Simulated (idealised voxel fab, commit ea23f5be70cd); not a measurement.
voxel self aligned contacts: a process module
In the cross-section labelled cut, the width is 205 nm and each square cell is 5 nm.
Just so we're on the same page, the cross-sections are grids of square cells, and they're listed out in bands top to bottom, each band one or more rows deep.
What a band's entry tells you: where the top is and where the bottom is, as heights in nm, and after that what lies inside, material by material from left to right, each with its width in nm. Empty space is written as the word "air", and a single material marked with the word "everywhere" occupies the band from edge to edge.
Counting heights begins at 0, where everything beneath is, in the wafer as received, one material. The lowest band has no bottom; it goes on downwards, as "top 0, no bottom" shows.
A two-number width, for instance "30..40", indicates that the width is equal to the first number in the top row of the band and to the second number in the bottom row, and that it changes by a constant amount per row of cells.
Key: "nothing changed" - step with no changed cell in the cross-section.
Entry "Closed void table" = empty spaces >= 8 cells with no open way to the top; each as width x height at distance, distance from left edge, all nm.
Note: text after step settings on the step line = simulator remark on that step.
overlay nm: step with mask; distance mask lay right of planned place; negative value = left of planned place.

Steps in the process plan:
1. RECEIVE (material Si)
2. OXIDIZE (depth nm 5)
3. DIRECTIONAL_DEP (material polySi; thk nm 20)
4. DIRECTIONAL_DEP (material SiN; thk nm 20)
5. PATTERN (tone cover; mask id GATE; material resist; width nm 35; pitch nm 65; thk nm 20; overlay nm 0)
6. DIRECTIONAL_ETCH (etch materials SiN; depth nm 20)
7. DIRECTIONAL_ETCH (etch materials polySi; depth nm 20)
8. STRIP (etch materials resist)
9. CONFORMAL_DEP (material SiN; thk nm 5)
10. DIRECTIONAL_ETCH (etch materials SiN; depth nm 5)
11. FILL_DEP (material SiO2; thk nm 15)
12. CMP (height nm 50)
13. PATTERN (tone open; mask id CONTACT; material resist; width nm 40; pitch nm 65; thk nm 15; overlay nm 0)
14. DIRECTIONAL_ETCH (etch materials SiO2; depth nm 55)
15. STRIP (etch materials resist)
16. CONFORMAL_DEP (material TiN; thk nm 5)
17. FILL_DEP (material W; thk nm 5)
18. CMP (height nm 50)
19. CONFORMAL_DEP (material SiN; thk nm 5)

First of two wafers - as planned:

Incoming wafer, cross-sectional view, post step 1:
	top 0, no bottom = Si everywhere
	Closed void table: none

Step 2 done - wafer cross-section:
	top 0, bottom -5 = SiO2 everywhere
	Below -5 it's all the same as before, nothing changed down there.

Step 3 done - wafer cross-section:
	top 20, bottom 0 = polySi everywhere
	Below 0 it's all the same as before, nothing changed down there.

Step 4 done - wafer cross-section:
	top 40, bottom 20 = SiN everywhere
	Below 20 it's all the same as before, nothing changed down there.

Step 5 done - wafer cross-section:
	top 60, bottom 40 = air=20 / resist=35 / air=30 / resist=35 / air=30 / resist=35 / air=20
	Below 40 it's all the same as before, nothing changed down there.

Step 6 done - wafer cross-section:
	top 60, bottom 40 = air=20 / resist=35 / air=30 / resist=35 / air=30 / resist=35 / air=20
	top 40, bottom 20 = air=20 / SiN=35 / air=30 / SiN=35 / air=30 / SiN=35 / air=20
	Below 20 it's all the same as before, nothing changed down there.

Step 7 done - wafer cross-section:
	top 60, bottom 40 = air=20 / resist=35 / air=30 / resist=35 / air=30 / resist=35 / air=20
	top 40, bottom 20 = air=20 / SiN=35 / air=30 / SiN=35 / air=30 / SiN=35 / air=20
	top 20, bottom 0 = air=20 / polySi=35 / air=30 / polySi=35 / air=30 / polySi=35 / air=20
	Below 0 it's all the same as before, nothing changed down there.

Step 8 done - wafer cross-section:
	top 40, bottom 20 = air=20 / SiN=35 / air=30 / SiN=35 / air=30 / SiN=35 / air=20
	Below 20 it's all the same as before, nothing changed down there.

Step 9 done - wafer cross-section:
	top 45, bottom 20 = air=15 / SiN=45 / air=20 / SiN=45 / air=20 / SiN=45 / air=15
	top 20, bottom 5 = air=15 / SiN=5 / polySi=35 / SiN=5 / air=20 / SiN=5 / polySi=35 / SiN=5 / air=20 / SiN=5 / polySi=35 / SiN=5 / air=15
	top 5, bottom 0 = SiN=20 / polySi=35 / SiN=30 / polySi=35 / SiN=30 / polySi=35 / SiN=20
	Below 0 it's all the same as before, nothing changed down there.

Step 10 done - wafer cross-section:
	top 40, bottom 20 = air=15 / SiN=45 / air=20 / SiN=45 / air=20 / SiN=45 / air=15
	top 20, bottom 0 = air=15 / SiN=5 / polySi=35 / SiN=5 / air=20 / SiN=5 / polySi=35 / SiN=5 / air=20 / SiN=5 / polySi=35 / SiN=5 / air=15
	Below 0 it's all the same as before, nothing changed down there.

Step 11 done - wafer cross-section:
	top 55, bottom 40 = SiO2 everywhere
	top 40, bottom 20 = SiO2=15 / SiN=45 / SiO2=20 / SiN=45 / SiO2=20 / SiN=45 / SiO2=15
	top 20, bottom 0 = SiO2=15 / SiN=5 / polySi=35 / SiN=5 / SiO2=20 / SiN=5 / polySi=35 / SiN=5 / SiO2=20 / SiN=5 / polySi=35 / SiN=5 / SiO2=15
	Below 0 it's all the same as before, nothing changed down there.

Step 12 done - wafer cross-section:
	top 50, bottom 40 = SiO2 everywhere
	Below 40 it's all the same as before, nothing changed down there.

Step 13 done - wafer cross-section:
	top 65, bottom 50 = resist=50 / air=40 / resist=25 / air=40 / resist=50
	Below 50 it's all the same as before, nothing changed down there.

Step 14 done - wafer cross-section:
	top 65, bottom 50 = resist=50 / air=40 / resist=25 / air=40 / resist=50
	top 50, bottom 40 = SiO2=50 / air=40 / SiO2=25 / air=40 / SiO2=50
	top 40, bottom 20 = SiO2=15 / SiN=45 / air=20 / SiN=45 / air=20 / SiN=45 / SiO2=15
	top 20, bottom 0 = SiO2=15 / SiN=5 / polySi=35 / SiN=5 / air=20 / SiN=5 / polySi=35 / SiN=5 / air=20 / SiN=5 / polySi=35 / SiN=5 / SiO2=15
	top 0, bottom -5 = SiO2=60 / air=20 / SiO2=45 / air=20 / SiO2=60
	Below -5 it's all the same as before, nothing changed down there.

Step 15 done - wafer cross-section:
	top 50, bottom 40 = SiO2=50 / air=40 / SiO2=25 / air=40 / SiO2=50
	Below 40 it's all the same as before, nothing changed down there.

Step 16 done - wafer cross-section:
	top 55, bottom 50 = TiN=55 / air=30 / TiN=35 / air=30 / TiN=55
	top 50, bottom 40 = SiO2=50 / TiN=5..15 / air=30..10 / TiN=5..15 / SiO2=25 / TiN=5..15 / air=30..10 / TiN=5..15 / SiO2=50
	top 40, bottom 20 = SiO2=15 / SiN=45 / TiN=5 / air=10 / TiN=5 / SiN=45 / TiN=5 / air=10 / TiN=5 / SiN=45 / SiO2=15
	top 20, bottom 0 = SiO2=15 / SiN=5 / polySi=35 / SiN=5 / TiN=5 / air=10 / TiN=5 / SiN=5 / polySi=35 / SiN=5 / TiN=5 / air=10 / TiN=5 / SiN=5 / polySi=35 / SiN=5 / SiO2=15
	top 0, bottom -5 = SiO2=60 / TiN=20 / SiO2=45 / TiN=20 / SiO2=60
	Below -5 it's all the same as before, nothing changed down there.

Step 17 done - wafer cross-section:
	top 60, bottom 55 = W everywhere
	top 55, bottom 50 = TiN=55 / W=30 / TiN=35 / W=30 / TiN=55
	top 50, bottom 40 = SiO2=50 / TiN=5..15 / W=30..10 / TiN=5..15 / SiO2=25 / TiN=5..15 / W=30..10 / TiN=5..15 / SiO2=50
	top 40, bottom 20 = SiO2=15 / SiN=45 / TiN=5 / W=10 / TiN=5 / SiN=45 / TiN=5 / W=10 / TiN=5 / SiN=45 / SiO2=15
	top 20, bottom 0 = SiO2=15 / SiN=5 / polySi=35 / SiN=5 / TiN=5 / W=10 / TiN=5 / SiN=5 / polySi=35 / SiN=5 / TiN=5 / W=10 / TiN=5 / SiN=5 / polySi=35 / SiN=5 / SiO2=15
	Below 0 it's all the same as before, nothing changed down there.

Step 18 done - wafer cross-section:
	top 50, bottom 40 = SiO2=50 / TiN=5..15 / W=30..10 / TiN=5..15 / SiO2=25 / TiN=5..15 / W=30..10 / TiN=5..15 / SiO2=50
	Below 40 it's all the same as before, nothing changed down there.

Step 19 done - wafer cross-section:
	top 55, bottom 50 = SiN everywhere
	Below 50 it's all the same as before, nothing changed down there.

Notes, second wafer: start = first wafer's, plan = first wafer's, execution had one mistake; history identical to first through step 8:

Cross-sectional representation of the second wafer at the time designated in the plan for the completion of step 9:
	top 35, bottom 20 = air=20 / SiN=35 / air=30 / SiN=35 / air=30 / SiN=35 / air=20
	Below 20 it's all the same as before, nothing changed down there.

Cross-sectional representation of the second wafer at the time designated in the plan for the completion of step 10:
	top 40, bottom 20 = air=15 / SiN=45 / air=20 / SiN=45 / air=20 / SiN=45 / air=15
	top 20, bottom 5 = air=15 / SiN=5 / polySi=35 / SiN=5 / air=20 / SiN=5 / polySi=35 / SiN=5 / air=20 / SiN=5 / polySi=35 / SiN=5 / air=15
	top 5, bottom 0 = SiN=20 / polySi=35 / SiN=30 / polySi=35 / SiN=30 / polySi=35 / SiN=20
	Below 0 it's all the same as before, nothing changed down there.

Cross-sectional representation of the second wafer at the time designated in the plan for the completion of step 11:
	top 55, bottom 40 = SiO2 everywhere
	top 40, bottom 20 = SiO2=15 / SiN=45 / SiO2=20 / SiN=45 / SiO2=20 / SiN=45 / SiO2=15
	top 20, bottom 5 = SiO2=15 / SiN=5 / polySi=35 / SiN=5 / SiO2=20 / SiN=5 / polySi=35 / SiN=5 / SiO2=20 / SiN=5 / polySi=35 / SiN=5 / SiO2=15
	Below 5 it's all the same as before, nothing changed down there.

Cross-sectional representation of the second wafer at the time designated in the plan for the completion of step 12:
	top 50, bottom 40 = SiO2 everywhere
	Below 40 it's all the same as before, nothing changed down there.

Cross-sectional representation of the second wafer at the time designated in the plan for the completion of step 13:
	top 65, bottom 50 = resist=50 / air=40 / resist=25 / air=40 / resist=50
	Below 50 it's all the same as before, nothing changed down there.

Cross-sectional representation of the second wafer at the time designated in the plan for the completion of step 14:
	top 65, bottom 50 = resist=50 / air=40 / resist=25 / air=40 / resist=50
	top 50, bottom 40 = SiO2=50 / air=40 / SiO2=25 / air=40 / SiO2=50
	top 40, bottom 20 = SiO2=15 / SiN=45 / air=20 / SiN=45 / air=20 / SiN=45 / SiO2=15
	top 20, bottom 5 = SiO2=15 / SiN=5 / polySi=35 / SiN=5 / air=20 / SiN=5 / polySi=35 / SiN=5 / air=20 / SiN=5 / polySi=35 / SiN=5 / SiO2=15
	Below 5 it's all the same as before, nothing changed down there.

Cross-sectional representation of the second wafer at the time designated in the plan for the completion of step 15:
	top 50, bottom 40 = SiO2=50 / air=40 / SiO2=25 / air=40 / SiO2=50
	Below 40 it's all the same as before, nothing changed down there.

Cross-sectional representation of the second wafer at the time designated in the plan for the completion of step 16:
	top 55, bottom 50 = TiN=55 / air=30 / TiN=35 / air=30 / TiN=55
	top 50, bottom 40 = SiO2=50 / TiN=5..15 / air=30..10 / TiN=5..15 / SiO2=25 / TiN=5..15 / air=30..10 / TiN=5..15 / SiO2=50
	top 40, bottom 20 = SiO2=15 / SiN=45 / TiN=5 / air=10 / TiN=5 / SiN=45 / TiN=5 / air=10 / TiN=5 / SiN=45 / SiO2=15
	top 20, bottom 10 = SiO2=15 / SiN=5 / polySi=35 / SiN=5 / TiN=5 / air=10 / TiN=5 / SiN=5 / polySi=35 / SiN=5 / TiN=5 / air=10 / TiN=5 / SiN=5 / polySi=35 / SiN=5 / SiO2=15
	top 10, bottom 5 = SiO2=15 / SiN=5 / polySi=35 / SiN=5 / TiN=20 / SiN=5 / polySi=35 / SiN=5 / TiN=20 / SiN=5 / polySi=35 / SiN=5 / SiO2=15
	Below 5 it's all the same as before, nothing changed down there.

Cross-sectional representation of the second wafer at the time designated in the plan for the completion of step 17:
	top 60, bottom 55 = W everywhere
	top 55, bottom 50 = TiN=55 / W=30 / TiN=35 / W=30 / TiN=55
	top 50, bottom 40 = SiO2=50 / TiN=5..15 / W=30..10 / TiN=5..15 / SiO2=25 / TiN=5..15 / W=30..10 / TiN=5..15 / SiO2=50
	top 40, bottom 20 = SiO2=15 / SiN=45 / TiN=5 / W=10 / TiN=5 / SiN=45 / TiN=5 / W=10 / TiN=5 / SiN=45 / SiO2=15
	top 20, bottom 10 = SiO2=15 / SiN=5 / polySi=35 / SiN=5 / TiN=5 / W=10 / TiN=5 / SiN=5 / polySi=35 / SiN=5 / TiN=5 / W=10 / TiN=5 / SiN=5 / polySi=35 / SiN=5 / SiO2=15
	Below 10 it's all the same as before, nothing changed down there.

Cross-sectional representation of the second wafer at the time designated in the plan for the completion of step 18:
	top 50, bottom 40 = SiO2=50 / TiN=5..15 / W=30..10 / TiN=5..15 / SiO2=25 / TiN=5..15 / W=30..10 / TiN=5..15 / SiO2=50
	Below 40 it's all the same as before, nothing changed down there.

Cross-sectional representation of the second wafer at the time designated in the plan for the completion of step 19:
	top 55, bottom 50 = SiN everywhere
	Below 50 it's all the same as before, nothing changed down there.
what went wrong: steps 9 and 10: order swapped relative to plan
Final comparison by cell count, materials where the second wafer has more or fewer than the first: +14 SiN, +2 SiO2, -8 TiN, -8 W
